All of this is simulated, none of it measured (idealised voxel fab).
process module | voxel gate over fins
cross-section cut | 140 nm wide | cells 5 nm
A cross-section is a grid of square cells, given in bands from the top down. A band is one or more rows of cells.
Each band's line starts with the height of the band's top and of its bottom, in nm. Then come its materials from left to right, each with its width in nm. One material with "throughout" fills the band from edge to edge. "air" is empty space.
Height 0 is the level under which the wafer as received is all one material. The lowest band goes on downwards, as in "0 down".
A width such as "30 to 40" changes by the same amount from each row of cells to the next, from the band's top row to its bottom row.
"no change" after a step means that no cell of the cross-section changed.
closed voids: empty space of 8 cells or more with no open way to the top, each as width x height at its distance from the left edge, in nm
after a step's settings: what the simulator itself notes on the step
overlay nm, on a step with a mask: how far to the right of its planned place the mask lay; to the left if negative
plan
1 op RECEIVE | material Si
2 op CONFORMAL_DEP | material SiN | thk nm 5
3 op DIRECTIONAL_DEP | material aC | thk nm 15
4 op PATTERN | tone cover | mask id FINS | material resist | width nm 15 | pitch nm 45 | thk nm 30 | overlay nm 0
5 op DIRECTIONAL_ETCH | etch materials aC | depth nm 15
6 op STRIP | etch materials resist
7 op DIRECTIONAL_ETCH | etch materials SiN | depth nm 5
8 op DIRECTIONAL_ETCH | etch materials Si | depth nm 40
9 op STRIP | etch materials aC
10 op FILL_DEP | material SiO2 | thk nm 15
11 op CMP | height nm 5
12 op SELECTIVE_ETCH | etch materials SiO2 | depth nm 20
13 op STRIP | etch materials SiN
14 op CONFORMAL_DEP | material HfO2 | thk nm 5
15 op CONFORMAL_DEP | material TiN | thk nm 5
16 op FILL_DEP | material W | thk nm 10
17 op CMP | height nm 15
18 op CONFORMAL_DEP | material SiCN | thk nm 5
first wafer, as planned
as received, after step 1
  0 down: Si throughout
  closed voids: none
after step 2
  5 to 0: SiN throughout
  below 0: unchanged
after step 3
  20 to 5: aC throughout
  below 5: unchanged
after step 4
  50 to 20: air 40 | resist 15 | air 30 | resist 15 | air 40
  below 20: unchanged
after step 5
  35 to 20: air 40 | resist 15 | air 30 | resist 15 | air 40
  20 to 5: air 40 | aC 15 | air 30 | aC 15 | air 40
  below 5: unchanged
after step 6
  20 to 5: air 40 | aC 15 | air 30 | aC 15 | air 40
  below 5: unchanged
after step 7
  20 to 5: air 40 | aC 15 | air 30 | aC 15 | air 40
  5 to 0: air 40 | SiN 15 | air 30 | SiN 15 | air 40
  below 0: unchanged
after step 8
  20 to 5: air 40 | aC 15 | air 30 | aC 15 | air 40
  5 to 0: air 40 | SiN 15 | air 30 | SiN 15 | air 40
  0 to -40: air 40 | Si 15 | air 30 | Si 15 | air 40
  below -40: unchanged
after step 9
  5 to 0: air 40 | SiN 15 | air 30 | SiN 15 | air 40
  below 0: unchanged
after step 10
  20 to 5: SiO2 throughout
  5 to 0: SiO2 40 | SiN 15 | SiO2 30 | SiN 15 | SiO2 40
  0 to -40: SiO2 40 | Si 15 | SiO2 30 | Si 15 | SiO2 40
  below -40: unchanged
after step 11
  5 to 0: SiO2 40 | SiN 15 | SiO2 30 | SiN 15 | SiO2 40
  below 0: unchanged
after step 12
  5 to 0: air 40 | SiN 15 | air 30 | SiN 15 | air 40
  0 to -15: air 40 | Si 15 | air 30 | Si 15 | air 40
  below -15: unchanged
after step 13
  0 to -15: air 40 | Si 15 | air 30 | Si 15 | air 40
  below -15: unchanged
after step 14
  5 to 0: air 35 | HfO2 25 | air 20 | HfO2 25 | air 35
  0 to -10: air 35 | HfO2 5 | Si 15 | HfO2 5 | air 20 | HfO2 5 | Si 15 | HfO2 5 | air 35
  -10 to -15: HfO2 40 | Si 15 | HfO2 30 | Si 15 | HfO2 40
  below -15: unchanged
after step 15
  10 to 5: air 30 | TiN 35 | air 10 | TiN 35 | air 30
  5 to 0: air 30 | TiN 5 | HfO2 25 | TiN 5 | air 10 | TiN 5 | HfO2 25 | TiN 5 | air 30
  0 to -5: air 30 | TiN 5 | HfO2 5 | Si 15 | HfO2 5 | TiN 5 | air 10 | TiN 5 | HfO2 5 | Si 15 | HfO2 5 | TiN 5 | air 30
  -5 to -10: TiN 35 | HfO2 5 | Si 15 | HfO2 5 | TiN 20 | HfO2 5 | Si 15 | HfO2 5 | TiN 35
  below -10: unchanged
after step 16
  20 to 10: W throughout
  10 to 5: W 30 | TiN 35 | W 10 | TiN 35 | W 30
  5 to 0: W 30 | TiN 5 | HfO2 25 | TiN 5 | W 10 | TiN 5 | HfO2 25 | TiN 5 | W 30
  0 to -5: W 30 | TiN 5 | HfO2 5 | Si 15 | HfO2 5 | TiN 5 | W 10 | TiN 5 | HfO2 5 | Si 15 | HfO2 5 | TiN 5 | W 30
  below -5: unchanged
after step 17
  15 to 10: W throughout
  below 10: unchanged
after step 18
  20 to 15: SiCN throughout
  below 15: unchanged
second wafer: like start, like plan, one mistake. Through step 13 it matches the first wafer
when step 14 should have ended: no change
when step 15 should have ended
  5 to 0: air 35 | TiN 25 | air 20 | TiN 25 | air 35
  0 to -10: air 35 | TiN 5 | Si 15 | TiN 5 | air 20 | TiN 5 | Si 15 | TiN 5 | air 35
  -10 to -15: TiN 40 | Si 15 | TiN 30 | Si 15 | TiN 40
  below -15: unchanged
when step 16 should have ended
  15 to 5: W throughout
  5 to 0: W 35 | TiN 25 | W 20 | TiN 25 | W 35
  0 to -10: W 35 | TiN 5 | Si 15 | TiN 5 | W 20 | TiN 5 | Si 15 | TiN 5 | W 35
  below -10: unchanged
when step 17 should have ended: no change
when step 18 should have ended
  20 to 15: SiCN throughout
  below 15: unchanged
what went wrong: step 14 was left out
at the end the second wafer has, in cells: 40 fewer of HfO2 | 40 more of W
